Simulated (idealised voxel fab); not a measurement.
process module | voxel fin reveal
cross-section cut | 250 nm wide | cells 5 nm
A cross-section is a grid of square cells, given in bands from the top down. A band is one or more rows of cells.
Each band's line starts with the height of the band's top and of its bottom, in nm. Then come its materials from left to right, each with its width in nm. One material with "throughout" fills the band from edge to edge. "air" is empty space.
Height 0 is the level under which the wafer as received is all one material. The lowest band goes on downwards, as in "0 down".
A width such as "30 to 40" changes by the same amount from each row of cells to the next, from the band's top row to its bottom row.
"no change" after a step means that no cell of the cross-section changed.
closed voids: empty space of 8 cells or more with no open way to the top, each as width x height at its distance from the left edge, in nm
after a step's settings: what the simulator itself notes on the step
overlay nm, on a step with a mask: how far to the right of its planned place the mask lay; to the left if negative
plan
1 op RECEIVE | material Si
2 op CONFORMAL_DEP | material SiN | thk nm 5
3 op DIRECTIONAL_DEP | material aC | thk nm 15
4 op PATTERN | tone cover | mask id FINS | material resist | width nm 15 | pitch nm 35 | thk nm 35 | overlay nm -15
5 op DIRECTIONAL_ETCH | etch materials aC | depth nm 15
6 op STRIP | etch materials resist
7 op DIRECTIONAL_ETCH | etch materials SiN | depth nm 5
8 op DIRECTIONAL_ETCH | etch materials Si | depth nm 30
9 op STRIP | etch materials aC
10 op FILL_DEP | material SiO2 | thk nm 5
11 op CMP | height nm 5
12 op SELECTIVE_ETCH | etch materials SiO2 | depth nm 25
13 op STRIP | etch materials SiN
14 op CONFORMAL_DEP | material HfO2 | thk nm 5
varied across the wafers: overlay nm of step 4. The plan shows the first wafer's value. All wafers start alike
first wafer as received, after step 1
  0 down: Si throughout
  closed voids: none
each wafer at the end: cells of each material gained (+) or lost (-) since it was received, then its closed voids
overlay nm -15 | +82 HfO2 | -228 Si | +76 SiO2 | closed voids: none
overlay nm -10 | +82 HfO2 | -228 Si | +76 SiO2 | closed voids: none
overlay nm -5 | +82 HfO2 | -228 Si | +76 SiO2 | closed voids: none
overlay nm 0 | +82 HfO2 | -228 Si | +76 SiO2 | closed voids: none
overlay nm 5 | +82 HfO2 | -228 Si | +76 SiO2 | closed voids: none
overlay nm 10 | +82 HfO2 | -228 Si | +76 SiO2 | closed voids: none
overlay nm 15 | +82 HfO2 | -228 Si | +76 SiO2 | closed voids: none
